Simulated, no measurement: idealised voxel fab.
Herein follows the process module entitled voxel ribs on slabs.
We display cut, a cross-section 285 nm in width whose square cells are each 5 nm.
Cross-section spec: square-cell grid; bands listed top down; each band is one or more rows.
Top, bottom (nm), then materials left to right with widths (nm); lone material tagged "everywhere" fills the whole band edge to edge; "blank" = empty space.
Height is counted from the level 0, under which the received wafer is composed throughout of one material. The lowest of the bands is not closed at the bottom but continues downward, in the notation "0 down".
With a width like "30 to 40", each row of cells in the band differs from the next by the same amount, the top row carrying the first number and the bottom row the second.
No cell of the cross-section changed in a step that is given as "remained unchanged".
Enclosed voids (no open way to top), threshold 8 cells or more, entry "Enclosed void catalog", notation width x height at distance, distance from left edge, nm.
The remark found on a step's line after its settings is issued by the simulator itself and pertains to that step.
What "overlay nm" on a step's line means: if the step has a mask, that mask lay this far to the right of its planned place, or, when the value is negative, to the left.
Set out below are the planned steps of the process:
- 1: RECEIVE [material Si]
- 2: DIRECTIONAL_DEP [material SiO2] [thk nm 30]
- 3: DIRECTIONAL_DEP [material SiN] [thk nm 20]
- 4: MASKED_ETCH [tone cover] [mask id RIB] [width nm 25] [etch materials SiN] [depth nm 15] [overlay nm 0]
- 5: PATTERN [tone cover] [mask id SLAB] [material resist] [width nm 55] [thk nm 15] [overlay nm 0]
- 6: DIRECTIONAL_ETCH [etch materials SiN] [depth nm 5]
- 7: STRIP [etch materials resist]
- 8: FILL_DEP [material SiO2] [thk nm 25]
- 9: CMP [height nm 70]
- 10: DIRECTIONAL_DEP [material TiN] [thk nm 10]
- 11: DIRECTIONAL_DEP [material aC] [thk nm 15]
- 12: PATTERN [tone cover] [mask id HEATER] [material resist] [width nm 35] [thk nm 35] [overlay nm 0]
- 13: DIRECTIONAL_ETCH [etch materials aC] [depth nm 15]
- 14: STRIP [etch materials resist]
- 15: DIRECTIONAL_ETCH [etch materials TiN] [depth nm 10]
- 16: STRIP [etch materials aC]
- 17: CONFORMAL_DEP [material SiO2] [thk nm 5]
For clarity, it should be stated that the wafers under discussion commence in an identical condition and differ with respect to the width nm of step 5, the plan indicating the value that the first wafer had.
Cut through the first of several wafers as received, post step 1:
0 down = Si everywhere
Enclosed void catalog: none
Wafer rows; end of module; cells per material since receipt: (+) gained, (-) lost; then closed voids:
width nm 55, +26 SiN, +833 SiO2, +14 TiN, Enclosed void catalog: none
width nm 60, +27 SiN, +832 SiO2, +14 TiN, Enclosed void catalog: none
width nm 65, +28 SiN, +831 SiO2, +14 TiN, Enclosed void catalog: none
width nm 70, +29 SiN, +830 SiO2, +14 TiN, Enclosed void catalog: none
width nm 75, +30 SiN, +829 SiO2, +14 TiN, Enclosed void catalog: none
width nm 80, +31 SiN, +828 SiO2, +14 TiN, Enclosed void catalog: none
